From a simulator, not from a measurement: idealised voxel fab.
The following process module bears the name voxel capacitor over wiring.
For reference, the cross-section in this document is cut, with width 155 nm and square cells of 5 nm.
Cross-section = grid of square cells, listed top down in bands; band = one or more rows. It is stipulated that each band's entry specify, in nanometres, the height of the top of the band and then that of its bottom, followed by the materials of the band in left-to-right sequence, each together with its width in nanometres. A single material marked by the word "all across" is understood to fill the band from edge to edge; the word "air" is understood to denote empty space. A quick word on heights: they are counted from 0, and under that level the wafer as it came to us is one material throughout. The lowest band is different from the rest in having no bottom; it simply continues downward, written as in "0 nm and below". The width entry "30..40" should be interpreted row by row: the top row of cells in the band takes the first number, the bottom row takes the second number, and the change between adjacent rows is uniform throughout. Step note "no modification" = no cross-section cell changed. You'll see "Enclosed empty spaces" listing empty spaces that have no way open to the top, as long as they're 8 cells or more; the notation is width x height at distance, where the distance is from the left edge, and all of it is in nm. The remark found on a step's line after its settings is issued by the simulator itself and pertains to that step. You can add "overlay nm" to a step's line. For a step with a mask, it describes how far the mask lay to the right of its planned position, and a negative number describes a lay to the left. Guide to the pairs. Each holds a before and an after cross-section around one process step; the after cross-section is cut off at the lowest band that changed. Look under the pair for the step between them and its settings. Pairs can come from different runs of this module on the same starting wafer, so a pair follows on from the one above it only where its entry headed "Before processing" says it does.
### Before processing
- 130 nm to 100 nm  resist: 35  air: 15  resist: 105
- 100 nm to 90 nm  aC all across
- 90 nm to 50 nm  lowk all across
- 50 nm to 45 nm  SiCN all across
- 45 nm to 40 nm  SiCN: 15  Ru: 40  SiCN: 45  Ru: 40  SiCN: 15
- 40 nm to 20 nm  SiO2: 20  TiN: 5  Cu: 20  TiN: 5  SiO2: 55  TiN: 5  Cu: 20  TiN: 5  SiO2: 20
- 20 nm to 15 nm  SiCN: 20  TiN: 30  SiCN: 55  TiN: 30  SiCN: 20
- 15 nm to 0 nm  SiO2 all across
- 0 nm and below  Si all across
- Enclosed empty spaces: none
### Step Outcome
- 120 nm to 100 nm  resist: 35  air: 15  resist: 105
- 100 nm to 90 nm  aC: 35  air: 15  aC: 105
- Below 90, the layers are the same as they were.
- Enclosed empty spaces: none
The before and after cross-sections above differ by one step: op DIRECTIONAL_ETCH | etch materials aC | depth nm 10
Before processing: refer to the pair immediately above; the cross-section shown after its step is the state before this one.
### Step Outcome
- 100 nm to 90 nm  aC: 35  air: 15  aC: 105
- Below 90, the layers are the same as they were.
- Enclosed empty spaces: none
The before and after cross-sections above differ by one step: op STRIP | etch materials resist
Before processing: refer to the pair immediately above; the cross-section shown after its step is the state before this one.
### Step Outcome
- 100 nm to 90 nm  aC: 35  air: 15  aC: 105
- 90 nm to 70 nm  lowk: 35  air: 15  lowk: 105
- Below 70, the layers are the same as they were.
- Enclosed empty spaces: none
The before and after cross-sections above differ by one step: op DIRECTIONAL_ETCH | etch materials lowk | depth nm 20
Before processing: refer to the pair immediately above; the cross-section shown after its step is the state before this one.
### Step Outcome
- 90 nm to 70 nm  lowk: 35  air: 15  lowk: 105
- Below 70, the layers are the same as they were.
- Enclosed empty spaces: none
The before and after cross-sections above differ by one step: op STRIP | etch materials aC
Before processing: refer to the pair immediately above; the cross-section shown after its step is the state before this one.
### Step Outcome
- 95 nm to 90 nm  TiN: 35  air: 15  TiN: 105
- 90 nm to 75 nm  lowk: 35  air: 15  lowk: 105
- 75 nm to 70 nm  lowk: 35  TiN: 15  lowk: 105
- Below 70, the layers are the same as they were.
- Enclosed empty spaces: none
The before and after cross-sections above differ by one step: op DIRECTIONAL_DEP | material TiN | thk nm 5
Before processing: refer to the pair immediately above; the cross-section shown after its step is the state before this one.
### Step Outcome
- 100 nm to 95 nm  HfO2: 35  air: 15  HfO2: 105
- 95 nm to 90 nm  TiN: 35  air: 15  TiN: 105
- 90 nm to 80 nm  lowk: 35  air: 15  lowk: 105
- 80 nm to 75 nm  lowk: 35  HfO2: 15  lowk: 105
- Below 75, the layers are the same as they were.
- Enclosed empty spaces: none
The before and after cross-sections above differ by one step: op DIRECTIONAL_DEP | material HfO2 | thk nm 5
Before processing: refer to the pair immediately above; the cross-section shown after its step is the state before this one.
### Step Outcome
- 105 nm to 100 nm  TiN: 35  air: 15  TiN: 105
- 100 nm to 95 nm  HfO2: 35  air: 15  HfO2: 105
- 95 nm to 90 nm  TiN: 35  air: 15  TiN: 105
- 90 nm to 85 nm  lowk: 35  air: 15  lowk: 105
- 85 nm to 80 nm  lowk: 35  TiN: 15  lowk: 105
- Below 80, the layers are the same as they were.
- Enclosed empty spaces: none
The before and after cross-sections above differ by one step: op DIRECTIONAL_DEP | material TiN | thk nm 5
Before processing: refer to the pair immediately above; the cross-section shown after its step is the state before this one.
### Step Outcome
- 120 nm to 105 nm  air: 35  resist: 60  air: 60
- 105 nm to 100 nm  TiN: 35  resist: 15  TiN: 105
- 100 nm to 95 nm  HfO2: 35  resist: 15  HfO2: 105
- 95 nm to 90 nm  TiN: 35  resist: 15  TiN: 105
- 90 nm to 85 nm  lowk: 35  resist: 15  lowk: 105
- Below 85, the layers are the same as they were.
- Enclosed empty spaces: none
The before and after cross-sections above differ by one step: op PATTERN | tone cover | mask id UPPER_PLATE | material resist | width nm 60 | thk nm 15 | overlay nm 0
Before processing: refer to the pair immediately above; the cross-section shown after its step is the state before this one.
### Step Outcome
- 120 nm to 105 nm  air: 35  resist: 60  air: 60
- 105 nm to 100 nm  air: 35  resist: 15  TiN: 45  air: 60
- Below 100, the layers are the same as they were.
- Enclosed empty spaces: none
The before and after cross-sections above differ by one step: op DIRECTIONAL_ETCH | etch materials TiN | depth nm 5
Before processing: refer to the pair immediately above; the cross-section shown after its step is the state before this one.
### Step Outcome
- 120 nm to 105 nm  air: 35  resist: 60  air: 60
- 105 nm to 100 nm  air: 35  resist: 15  TiN: 45  air: 60
- 100 nm to 95 nm  air: 35  resist: 15  HfO2: 45  air: 60
- Below 95, the layers are the same as they were.
- Enclosed empty spaces: none
The before and after cross-sections above differ by one step: op DIRECTIONAL_ETCH | etch materials HfO2 | depth nm 5
Before processing: refer to the pair immediately above; the cross-section shown after its step is the state before this one.
### Step Outcome
- 105 nm to 100 nm  air: 50  TiN: 45  air: 60
- 100 nm to 95 nm  air: 50  HfO2: 45  air: 60
- 95 nm to 90 nm  TiN: 35  air: 15  TiN: 105
- 90 nm to 85 nm  lowk: 35  air: 15  lowk: 105
- Below 85, the layers are the same as they were.
- Enclosed empty spaces: none
The before and after cross-sections above differ by one step: op STRIP | etch materials resist
Before processing: refer to the pair immediately above; the cross-section shown after its step is the state before this one.
### Step Outcome
- 120 nm to 110 nm  air: 50  aC: 45  air: 60
- 110 nm to 105 nm  aC: 35  air: 15  aC: 105
- 105 nm to 100 nm  aC: 35  air: 15  TiN: 45  aC: 60
- 100 nm to 95 nm  aC: 50  HfO2: 45  aC: 60
- 95 nm to 90 nm  TiN: 35  aC: 15  TiN: 105
- 90 nm to 85 nm  lowk: 35  aC: 15  lowk: 105
- Below 85, the layers are the same as they were.
- Enclosed empty spaces: none
The before and after cross-sections above differ by one step: op DIRECTIONAL_DEP | material aC | thk nm 15
Before processing: refer to the pair immediately above; the cross-section shown after its step is the state before this one.
### Step Outcome
- 155 nm to 120 nm  air: 30  resist: 70  air: 55
- 120 nm to 110 nm  air: 30  resist: 20  aC: 45  resist: 5  air: 55
- 110 nm to 105 nm  aC: 35  resist: 15  aC: 105
- 105 nm to 100 nm  aC: 35  resist: 15  TiN: 45  aC: 60
- Below 100, the layers are the same as they were.
- Enclosed empty spaces: none
The before and after cross-sections above differ by one step: op PATTERN | tone cover | mask id LOWER_PLATE | material resist | width nm 70 | thk nm 35 | overlay nm 0
Before processing: refer to the pair immediately above; the cross-section shown after its step is the state before this one.
### Step Outcome
- 140 nm to 120 nm  air: 30  resist: 70  air: 55
- 120 nm to 110 nm  air: 30  resist: 20  aC: 45  resist: 5  air: 55
- 110 nm to 105 nm  air: 30  aC: 5  resist: 15  aC: 50  air: 55
- 105 nm to 100 nm  air: 30  aC: 5  resist: 15  TiN: 45  aC: 5  air: 55
- 100 nm to 95 nm  air: 30  aC: 20  HfO2: 45  aC: 5  air: 55
- Below 95, the layers are the same as they were.
- Enclosed empty spaces: none
The before and after cross-sections above differ by one step: op DIRECTIONAL_ETCH | etch materials aC | depth nm 15
Before processing: refer to the pair immediately above; the cross-section shown after its step is the state before this one.
### Step Outcome
- 120 nm to 110 nm  air: 50  aC: 45  air: 60
- 110 nm to 105 nm  air: 30  aC: 5  air: 15  aC: 50  air: 55
- 105 nm to 100 nm  air: 30  aC: 5  air: 15  TiN: 45  aC: 5  air: 55
- Below 100, the layers are the same as they were.
- Enclosed empty spaces: none
The before and after cross-sections above differ by one step: op STRIP | etch materials resist
Before processing: refer to the pair immediately above; the cross-section shown after its step is the state before this one.
### Step Outcome
- 120 nm to 110 nm  air: 50  aC: 45  air: 60
- 110 nm to 105 nm  air: 30  aC: 5  air: 15  aC: 50  air: 55
- 105 nm to 100 nm  air: 30  aC: 5  air: 15  TiN: 45  aC: 5  air: 55
- 100 nm to 95 nm  air: 30  aC: 20  HfO2: 45  aC: 5  air: 55
- 95 nm to 90 nm  air: 30  TiN: 5  aC: 15  TiN: 50  air: 55
- Below 90, the layers are the same as they were.
- Enclosed empty spaces: none
The before and after cross-sections above differ by one step: op DIRECTIONAL_ETCH | etch materials TiN | depth nm 5
Before processing: refer to the pair immediately above; the cross-section shown after its step is the state before this one.
### Step Outcome
- 105 nm to 100 nm  air: 50  TiN: 45  air: 60
- 100 nm to 95 nm  air: 50  HfO2: 45  air: 60
- 95 nm to 90 nm  air: 30  TiN: 5  air: 15  TiN: 50  air: 55
- 90 nm to 85 nm  lowk: 35  air: 15  lowk: 105
- Below 85, the layers are the same as they were.
- Enclosed empty spaces: none
The before and after cross-sections above differ by one step: op STRIP | etch materials aC
Before processing: refer to the pair immediately above; the cross-section shown after its step is the state before this one.
### Step Outcome
- 120 nm to 105 nm  SiO2 all across
- 105 nm to 100 nm  SiO2: 50  TiN: 45  SiO2: 60
- 100 nm to 95 nm  SiO2: 50  HfO2: 45  SiO2: 60
- 95 nm to 90 nm  SiO2: 30  TiN: 5  SiO2: 15  TiN: 50  SiO2: 55
- 90 nm to 85 nm  lowk: 35  SiO2: 15  lowk: 105
- Below 85, the layers are the same as they were.
- Enclosed empty spaces: none
The before and after cross-sections above differ by one step: op FILL_DEP | material SiO2 | thk nm 15
Before processing: refer to the pair immediately above; the cross-section shown after its step is the state before this one.
### Step Outcome
- 95 nm to 90 nm  SiO2: 30  TiN: 5  SiO2: 15  TiN: 50  SiO2: 55
- Below 90, the layers are the same as they were.
- Enclosed empty spaces: none
The before and after cross-sections above differ by one step: op CMP | height nm 95
Before processing: refer to the pair immediately above; the cross-section shown after its step is the state before this one.
### Step Outcome
- 95 nm to 90 nm  SiO2: 30  TiN: 5  SiO2: 10  air: 5  TiN: 50  SiO2: 55
- 90 nm to 85 nm  lowk: 35  SiO2: 10  air: 5  lowk: 105
- Below 85, the layers are the same as they were.
- Enclosed empty spaces: none
The before and after cross-sections above differ by one step: op MASKED_ETCH | tone open | mask id PLUG_2 | width nm 15 | etch materials SiO2 | depth nm 10 | overlay nm 0
Before processing: refer to the pair immediately above; the cross-section shown after its step is the state before this one.
### Step Outcome
- 100 nm to 95 nm  TiN all across
- 95 nm to 90 nm  SiO2: 30  TiN: 5  SiO2: 10  TiN: 55  SiO2: 55
- 90 nm to 85 nm  lowk: 35  SiO2: 10  TiN: 5  lowk: 105
- Below 85, the layers are the same as they were.
- Enclosed empty spaces: none
The before and after cross-sections above differ by one step: op CONFORMAL_DEP | material TiN | thk nm 5
Before processing: refer to the pair immediately above; the cross-section shown after its step is the state before this one.
### Step Outcome
- 110 nm to 100 nm  W all across
- Below 100, the layers are the same as they were.
- Enclosed empty spaces: none
The before and after cross-sections above differ by one step: op FILL_DEP | material W | thk nm 10
Before processing: refer to the pair immediately above; the cross-section shown after its step is the state before this one.
### Step Outcome
- 95 nm to 90 nm  SiO2: 30  TiN: 5  SiO2: 10  TiN: 55  SiO2: 55
- Below 90, the layers are the same as they were.
- Enclosed empty spaces: none
The before and after cross-sections above differ by one step: op CMP | height nm 95
Before processing: refer to the pair immediately above; the cross-section shown after its step is the state before this one.
### Step Outcome
- 100 nm to 95 nm  SiCN all across
- Below 95, the layers are the same as they were.
- Enclosed empty spaces: none
The before and after cross-sections above differ by one step: op CONFORMAL_DEP | material SiCN | thk nm 5
### Before processing
- 15 nm to 0 nm  SiO2 all across
- 0 nm and below  Si all across
- Enclosed empty spaces: none
### Step Outcome
- 35 nm to 0 nm  SiO2 all across
- Below 0, the layers are the same as they were.
- Enclosed empty spaces: none
The before and after cross-sections above differ by one step: op DIRECTIONAL_DEP | material SiO2 | thk nm 20
Before processing: refer to the pair immediately above; the cross-section shown after its step is the state before this one.
### Step Outcome
- 40 nm to 35 nm  SiCN all across
- Below 35, the layers are the same as they were.
- Enclosed empty spaces: none
The before and after cross-sections above differ by one step: op CONFORMAL_DEP | material SiCN | thk nm 5
Before processing: refer to the pair immediately above; the cross-section shown after its step is the state before this one.
### Step Outcome
- 50 nm to 40 nm  aC all across
- Below 40, the layers are the same as they were.
- Enclosed empty spaces: none
The before and after cross-sections above differ by one step: op DIRECTIONAL_DEP | material aC | thk nm 10
Before processing: refer to the pair immediately above; the cross-section shown after its step is the state before this one.
### Step Outcome
- 80 nm to 50 nm  resist: 20  air: 30  resist: 55  air: 30  resist: 20
- Below 50, the layers are the same as they were.
- Enclosed empty spaces: none
The before and after cross-sections above differ by one step: op PATTERN | tone open | mask id METAL_1 | material resist | width nm 30 | pitch nm 85 | thk nm 30 | overlay nm 0
Before processing: refer to the pair immediately above; the cross-section shown after its step is the state before this one.
### Step Outcome
- 70 nm to 50 nm  resist: 20  air: 30  resist: 55  air: 30  resist: 20
- 50 nm to 40 nm  aC: 20  air: 30  aC: 55  air: 30  aC: 20
- Below 40, the layers are the same as they were.
- Enclosed empty spaces: none
The before and after cross-sections above differ by one step: op DIRECTIONAL_ETCH | etch materials aC | depth nm 10
Before processing: refer to the pair immediately above; the cross-section shown after its step is the state before this one.
### Step Outcome
- 50 nm to 40 nm  aC: 20  air: 30  aC: 55  air: 30  aC: 20
- Below 40, the layers are the same as they were.
- Enclosed empty spaces: none
The before and after cross-sections above differ by one step: op STRIP | etch materials resist
Before processing: refer to the pair immediately above; the cross-section shown after its step is the state before this one.
### Step Outcome
- 50 nm to 40 nm  aC: 20  air: 30  aC: 55  air: 30  aC: 20
- 40 nm to 35 nm  SiCN: 20  air: 30  SiCN: 55  air: 30  SiCN: 20
- Below 35, the layers are the same as they were.
- Enclosed empty spaces: none
The before and after cross-sections above differ by one step: op DIRECTIONAL_ETCH | etch materials SiCN | depth nm 5
Before processing: refer to the pair immediately above; the cross-section shown after its step is the state before this one.
### Step Outcome
- 40 nm to 35 nm  SiCN: 20  air: 30  SiCN: 55  air: 30  SiCN: 20
- Below 35, the layers are the same as they were.
- Enclosed empty spaces: none
The before and after cross-sections above differ by one step: op STRIP | etch materials aC
Before processing: refer to the pair immediately above; the cross-section shown after its step is the state before this one.
### Step Outcome
- 45 nm to 40 nm  TiN: 25  air: 20  TiN: 65  air: 20  TiN: 25
- 40 nm to 35 nm  SiCN: 20  TiN: 30  SiCN: 55  TiN: 30  SiCN: 20
- Below 35, the layers are the same as they were.
- Enclosed empty spaces: none
The before and after cross-sections above differ by one step: op CONFORMAL_DEP | material TiN | thk nm 5
Before processing: refer to the pair immediately above; the cross-section shown after its step is the state before this one.
### Step Outcome
- 55 nm to 45 nm  Cu all across
- 45 nm to 40 nm  TiN: 25  Cu: 20  TiN: 65  Cu: 20  TiN: 25
- Below 40, the layers are the same as they were.
- Enclosed empty spaces: none
The before and after cross-sections above differ by one step: op FILL_DEP | material Cu | thk nm 10
Before processing: refer to the pair immediately above; the cross-section shown after its step is the state before this one.
### Step Outcome
- 40 nm to 35 nm  SiCN: 20  TiN: 30  SiCN: 55  TiN: 30  SiCN: 20
- Below 35, the layers are the same as they were.
- Enclosed empty spaces: none
The before and after cross-sections above differ by one step: op CMP | height nm 40
Before processing: refer to the pair immediately above; the cross-section shown after its step is the state before this one.
### Step Outcome
- 45 nm to 40 nm  air: 15  Ru: 40  air: 45  Ru: 40  air: 15
- Below 40, the layers are the same as they were.
- Enclosed empty spaces: none
The before and after cross-sections above differ by one step: op EPI | material Ru | thk nm 5
Before processing: refer to the pair immediately above; the cross-section shown after its step is the state before this one.
### Step Outcome
- 50 nm to 45 nm  SiCN all across
- 45 nm to 40 nm  SiCN: 15  Ru: 40  SiCN: 45  Ru: 40  SiCN: 15
- Below 40, the layers are the same as they were.
- Enclosed empty spaces: none
The before and after cross-sections above differ by one step: op FILL_DEP | material SiCN | thk nm 5
Before processing: refer to the pair immediately above; the cross-section shown after its step is the state before this one.
### Step Outcome
- 70 nm to 50 nm  lowk all across
- Below 50, the layers are the same as they were.
- Enclosed empty spaces: none
The before and after cross-sections above differ by one step: op DIRECTIONAL_DEP | material lowk | thk nm 20
Before processing: refer to the pair immediately above; the cross-section shown after its step is the state before this one.
### Step Outcome
- 80 nm to 70 nm  aC all across
- Below 70, the layers are the same as they were.
- Enclosed empty spaces: none
The before and after cross-sections above differ by one step: op DIRECTIONAL_DEP | material aC | thk nm 10
Before processing: refer to the pair immediately above; the cross-section shown after its step is the state before this one.
### Step Outcome
- 110 nm to 80 nm  resist: 35  air: 15  resist: 105
- Below 80, the layers are the same as they were.
- Enclosed empty spaces: none
The before and after cross-sections above differ by one step: op PATTERN | tone open | mask id PLUG_1 | material resist | width nm 15 | thk nm 30 | overlay nm 0
Before processing: refer to the pair immediately above; the cross-section shown after its step is the state before this one.
### Step Outcome
- 100 nm to 80 nm  resist: 35  air: 15  resist: 105
- 80 nm to 70 nm  aC: 35  air: 15  aC: 105
- Below 70, the layers are the same as they were.
- Enclosed empty spaces: none
The before and after cross-sections above differ by one step: op DIRECTIONAL_ETCH | etch materials aC | depth nm 10
Before processing: refer to the pair immediately above; the cross-section shown after its step is the state before this one.
### Step Outcome
- 80 nm to 70 nm  aC: 35  air: 15  aC: 105
- Below 70, the layers are the same as they were.
- Enclosed empty spaces: none
The before and after cross-sections above differ by one step: op STRIP | etch materials resist
Before processing: refer to the pair immediately above; the cross-section shown after its step is the state before this one.
### Step Outcome
- 80 nm to 70 nm  aC: 35  air: 15  aC: 105
- 70 nm to 50 nm  lowk: 35  air: 15  lowk: 105
- Below 50, the layers are the same as they were.
- Enclosed empty spaces: none
The before and after cross-sections above differ by one step: op DIRECTIONAL_ETCH | etch materials lowk | depth nm 20
Before processing: refer to the pair immediately above; the cross-section shown after its step is the state before this one.
### Step Outcome
- 80 nm to 70 nm  aC: 35  air: 15  aC: 105
- 70 nm to 50 nm  lowk: 35  air: 15  lowk: 105
- 50 nm to 45 nm  SiCN: 35  air: 15  SiCN: 105
- Below 45, the layers are the same as they were.
- Enclosed empty spaces: none
The before and after cross-sections above differ by one step: op DIRECTIONAL_ETCH | etch materials SiCN | depth nm 5
Before processing: refer to the pair immediately above; the cross-section shown after its step is the state before this one.
### Step Outcome
- 70 nm to 50 nm  lowk: 35  air: 15  lowk: 105
- Below 50, the layers are the same as they were.
- Enclosed empty spaces: none
The before and after cross-sections above differ by one step: op STRIP | etch materials aC
Before processing: refer to the pair immediately above; the cross-section shown after its step is the state before this one.
### Step Outcome
- 70 nm to 55 nm  lowk: 35  air: 15  lowk: 105
- 55 nm to 50 nm  lowk: 35  Ru: 15  lowk: 105
- 50 nm to 45 nm  SiCN: 35  Ru: 15  SiCN: 105
- Below 45, the layers are the same as they were.
- Enclosed empty spaces: none
The before and after cross-sections above differ by one step: op EPI | material Ru | thk nm 10
Before processing: refer to the pair immediately above; the cross-section shown after its step is the state before this one.
### Step Outcome
- 70 nm to 65 nm  lowk: 35  air: 15  lowk: 105
- 65 nm to 50 nm  lowk: 35  Ru: 15  lowk: 105
- Below 50, the layers are the same as they were.
- Enclosed empty spaces: none
The before and after cross-sections above differ by one step: op EPI | material Ru | thk nm 10
Before processing: refer to the pair immediately above; the cross-section shown after its step is the state before this one.
### Step Outcome
- 70 nm to 50 nm  lowk: 35  Ru: 15  lowk: 105
- Below 50, the layers are the same as they were.
- Enclosed empty spaces: none
The before and after cross-sections above differ by one step: op EPI | material Ru | thk nm 5
Before processing: refer to the pair immediately above; the cross-section shown after its step is the state before this one.
### Step Outcome
- 75 nm to 70 nm  TiN all across
- Below 70, the layers are the same as they were.
- Enclosed empty spaces: none
The before and after cross-sections above differ by one step: op DIRECTIONAL_DEP | material TiN | thk nm 5
Before processing: refer to the pair immediately above; the cross-section shown after its step is the state before this one.
### Step Outcome
- 80 nm to 75 nm  HfO2 all across
- Below 75, the layers are the same as they were.
- Enclosed empty spaces: none
The before and after cross-sections above differ by one step: op DIRECTIONAL_DEP | material HfO2 | thk nm 5
Before processing: refer to the pair immediately above; the cross-section shown after its step is the state before this one.
### Step Outcome
- 85 nm to 80 nm  TiN all across
- Below 80, the layers are the same as they were.
- Enclosed empty spaces: none
The before and after cross-sections above differ by one step: op DIRECTIONAL_DEP | material TiN | thk nm 5
Before processing: refer to the pair immediately above; the cross-section shown after its step is the state before this one.
### Step Outcome
- 100 nm to 85 nm  air: 35  resist: 60  air: 60
- Below 85, the layers are the same as they were.
- Enclosed empty spaces: none
The before and after cross-sections above differ by one step: op PATTERN | tone cover | mask id UPPER_PLATE | material resist | width nm 60 | thk nm 15 | overlay nm 0
Before processing: refer to the pair immediately above; the cross-section shown after its step is the state before this one.
### Step Outcome
- 100 nm to 85 nm  air: 35  resist: 60  air: 60
- 85 nm to 80 nm  air: 35  TiN: 60  air: 60
- Below 80, the layers are the same as they were.
- Enclosed empty spaces: none
The before and after cross-sections above differ by one step: op DIRECTIONAL_ETCH | etch materials TiN | depth nm 5
Before processing: refer to the pair immediately above; the cross-section shown after its step is the state before this one.
### Step Outcome
- 100 nm to 85 nm  air: 35  resist: 60  air: 60
- 85 nm to 80 nm  air: 35  TiN: 60  air: 60
- 80 nm to 75 nm  air: 35  HfO2: 60  air: 60
- Below 75, the layers are the same as they were.
- Enclosed empty spaces: none
The before and after cross-sections above differ by one step: op DIRECTIONAL_ETCH | etch materials HfO2 | depth nm 5
Before processing: refer to the pair immediately above; the cross-section shown after its step is the state before this one.
### Step Outcome
- 85 nm to 80 nm  air: 35  TiN: 60  air: 60
- Below 80, the layers are the same as they were.
- Enclosed empty spaces: none
The before and after cross-sections above differ by one step: op STRIP | etch materials resist
Before processing: refer to the pair immediately above; the cross-section shown after its step is the state before this one.
### Step Outcome
- 100 nm to 90 nm  air: 35  aC: 60  air: 60
- 90 nm to 85 nm  aC all across
- 85 nm to 80 nm  aC: 35  TiN: 60  aC: 60
- 80 nm to 75 nm  aC: 35  HfO2: 60  aC: 60
- Below 75, the layers are the same as they were.
- Enclosed empty spaces: none
The before and after cross-sections above differ by one step: op DIRECTIONAL_DEP | material aC | thk nm 15
Before processing: refer to the pair immediately above; the cross-section shown after its step is the state before this one.
### Step Outcome
- 135 nm to 100 nm  air: 30  resist: 70  air: 55
- 100 nm to 90 nm  air: 30  resist: 5  aC: 60  resist: 5  air: 55
- Below 90, the layers are the same as they were.
- Enclosed empty spaces: none
The before and after cross-sections above differ by one step: op PATTERN | tone cover | mask id LOWER_PLATE | material resist | width nm 70 | thk nm 35 | overlay nm 0
Before processing: refer to the pair immediately above; the cross-section shown after its step is the state before this one.
### Step Outcome
- 120 nm to 100 nm  air: 30  resist: 70  air: 55
- 100 nm to 90 nm  air: 30  resist: 5  aC: 60  resist: 5  air: 55
- 90 nm to 85 nm  air: 30  aC: 70  air: 55
- 85 nm to 80 nm  air: 30  aC: 5  TiN: 60  aC: 5  air: 55
- 80 nm to 75 nm  air: 30  aC: 5  HfO2: 60  aC: 5  air: 55
- Below 75, the layers are the same as they were.
- Enclosed empty spaces: none
The before and after cross-sections above differ by one step: op DIRECTIONAL_ETCH | etch materials aC | depth nm 15
Before processing: refer to the pair immediately above; the cross-section shown after its step is the state before this one.
### Step Outcome
- 100 nm to 90 nm  air: 35  aC: 60  air: 60
- Below 90, the layers are the same as they were.
- Enclosed empty spaces: none
The before and after cross-sections above differ by one step: op STRIP | etch materials resist
Before processing: refer to the pair immediately above; the cross-section shown after its step is the state before this one.
### Step Outcome
- 100 nm to 90 nm  air: 35  aC: 60  air: 60
- 90 nm to 85 nm  air: 30  aC: 70  air: 55
- 85 nm to 80 nm  air: 30  aC: 5  TiN: 60  aC: 5  air: 55
- 80 nm to 75 nm  air: 30  aC: 5  HfO2: 60  aC: 5  air: 55
- 75 nm to 70 nm  air: 30  TiN: 70  air: 55
- Below 70, the layers are the same as they were.
- Enclosed empty spaces: none
The before and after cross-sections above differ by one step: op DIRECTIONAL_ETCH | etch materials TiN | depth nm 5
Before processing: refer to the pair immediately above; the cross-section shown after its step is the state before this one.
### Step Outcome
- 85 nm to 80 nm  air: 35  TiN: 60  air: 60
- 80 nm to 75 nm  air: 35  HfO2: 60  air: 60
- Below 75, the layers are the same as they were.
- Enclosed empty spaces: none
The before and after cross-sections above differ by one step: op STRIP | etch materials aC
Before processing: refer to the pair immediately above; the cross-section shown after its step is the state before this one.
### Step Outcome
- 100 nm to 85 nm  SiO2 all across
- 85 nm to 80 nm  SiO2: 35  TiN: 60  SiO2: 60
- 80 nm to 75 nm  SiO2: 35  HfO2: 60  SiO2: 60
- 75 nm to 70 nm  SiO2: 30  TiN: 70  SiO2: 55
- Below 70, the layers are the same as they were.
- Enclosed empty spaces: none
The before and after cross-sections above differ by one step: op FILL_DEP | material SiO2 | thk nm 15
Before processing: refer to the pair immediately above; the cross-section shown after its step is the state before this one.
### Step Outcome
- 95 nm to 85 nm  SiO2 all across
- Below 85, the layers are the same as they were.
- Enclosed empty spaces: none
The before and after cross-sections above differ by one step: op CMP | height nm 95
Before processing: refer to the pair immediately above; the cross-section shown after its step is the state before this one.
### Step Outcome
- 95 nm to 85 nm  SiO2: 45  air: 15  SiO2: 95
- Below 85, the layers are the same as they were.
- Enclosed empty spaces: none
The before and after cross-sections above differ by one step: op MASKED_ETCH | tone open | mask id PLUG_2 | width nm 15 | etch materials SiO2 | depth nm 10 | overlay nm 0
Before processing: refer to the pair immediately above; the cross-section shown after its step is the state before this one.
### Step Outcome
- 100 nm to 95 nm  TiN: 50  air: 5  TiN: 100
- 95 nm to 90 nm  SiO2: 45  TiN: 5  air: 5  TiN: 5  SiO2: 95
- 90 nm to 80 nm  SiO2: 45..35  TiN: 15..60  SiO2: 95..60
- Below 80, the layers are the same as they were.
- Enclosed empty spaces: none
The before and after cross-sections above differ by one step: op CONFORMAL_DEP | material TiN | thk nm 5
Before processing: refer to the pair immediately above; the cross-section shown after its step is the state before this one.
### Step Outcome
- 110 nm to 100 nm  W all across
- 100 nm to 95 nm  TiN: 50  W: 5  TiN: 100
- 95 nm to 90 nm  SiO2: 45  TiN: 5  W: 5  TiN: 5  SiO2: 95
- Below 90, the layers are the same as they were.
- Enclosed empty spaces: none
The before and after cross-sections above differ by one step: op FILL_DEP | material W | thk nm 10
Before processing: refer to the pair immediately above; the cross-section shown after its step is the state before this one.
### Step Outcome
- 95 nm to 90 nm  SiO2: 45  TiN: 5  W: 5  TiN: 5  SiO2: 95
- Below 90, the layers are the same as they were.
- Enclosed empty spaces: none
The before and after cross-sections above differ by one step: op CMP | height nm 95
Before processing: refer to the pair immediately above; the cross-section shown after its step is the state before this one.
### Step Outcome
- 100 nm to 95 nm  SiCN all across
- Below 95, the layers are the same as they were.
- Enclosed empty spaces: none
The before and after cross-sections above differ by one step: op CONFORMAL_DEP | material SiCN | thk nm 5
### Before processing
- 80 nm to 70 nm  aC: 35  air: 15  aC: 105
- 70 nm to 50 nm  lowk all across
- 50 nm to 45 nm  SiCN all across
- 45 nm to 40 nm  SiCN: 15  Ru: 40  SiCN: 45  Ru: 40  SiCN: 15
- 40 nm to 20 nm  SiO2: 20  TiN: 5  Cu: 20  TiN: 5  SiO2: 55  TiN: 5  Cu: 20  TiN: 5  SiO2: 20
- 20 nm to 15 nm  SiCN: 20  TiN: 30  SiCN: 55  TiN: 30  SiCN: 20
- 15 nm to 0 nm  SiO2 all across
- 0 nm and below  Si all across
- Enclosed empty spaces: none
### Step Outcome
- 80 nm to 70 nm  aC: 35  air: 15  aC: 105
- 70 nm to 55 nm  lowk: 35  air: 15  lowk: 105
- Below 55, the layers are the same as they were.
- Enclosed empty spaces: none
The before and after cross-sections above differ by one step: op DIRECTIONAL_ETCH | etch materials lowk | depth nm 15
Before processing: refer to the pair immediately above; the cross-section shown after its step is the state before this one.
### Step Outcome
- 70 nm to 55 nm  lowk: 35  air: 15  lowk: 105
- Below 55, the layers are the same as they were.
- Enclosed empty spaces: none
The before and after cross-sections above differ by one step: op STRIP | etch materials aC
Before processing: refer to the pair immediately above; the cross-section shown after its step is the state before this one.
### Step Outcome
- 75 nm to 70 nm  TiN: 35  air: 15  TiN: 105
- 70 nm to 60 nm  lowk: 35  air: 15  lowk: 105
- 60 nm to 55 nm  lowk: 35  TiN: 15  lowk: 105
- Below 55, the layers are the same as they were.
- Enclosed empty spaces: none
The before and after cross-sections above differ by one step: op DIRECTIONAL_DEP | material TiN | thk nm 5
Before processing: refer to the pair immediately above; the cross-section shown after its step is the state before this one.
### Step Outcome
- 80 nm to 75 nm  HfO2: 35  air: 15  HfO2: 105
- 75 nm to 70 nm  TiN: 35  air: 15  TiN: 105
- 70 nm to 65 nm  lowk: 35  air: 15  lowk: 105
- 65 nm to 60 nm  lowk: 35  HfO2: 15  lowk: 105
- Below 60, the layers are the same as they were.
- Enclosed empty spaces: none
The before and after cross-sections above differ by one step: op DIRECTIONAL_DEP | material HfO2 | thk nm 5
Before processing: refer to the pair immediately above; the cross-section shown after its step is the state before this one.
### Step Outcome
- 85 nm to 80 nm  TiN: 35  air: 15  TiN: 105
- 80 nm to 75 nm  HfO2: 35  air: 15  HfO2: 105
- 75 nm to 70 nm  TiN: 35  air: 15  TiN: 105
- 70 nm to 65 nm  lowk: 35  TiN: 15  lowk: 105
- Below 65, the layers are the same as they were.
- Enclosed empty spaces: none
The before and after cross-sections above differ by one step: op DIRECTIONAL_DEP | material TiN | thk nm 5
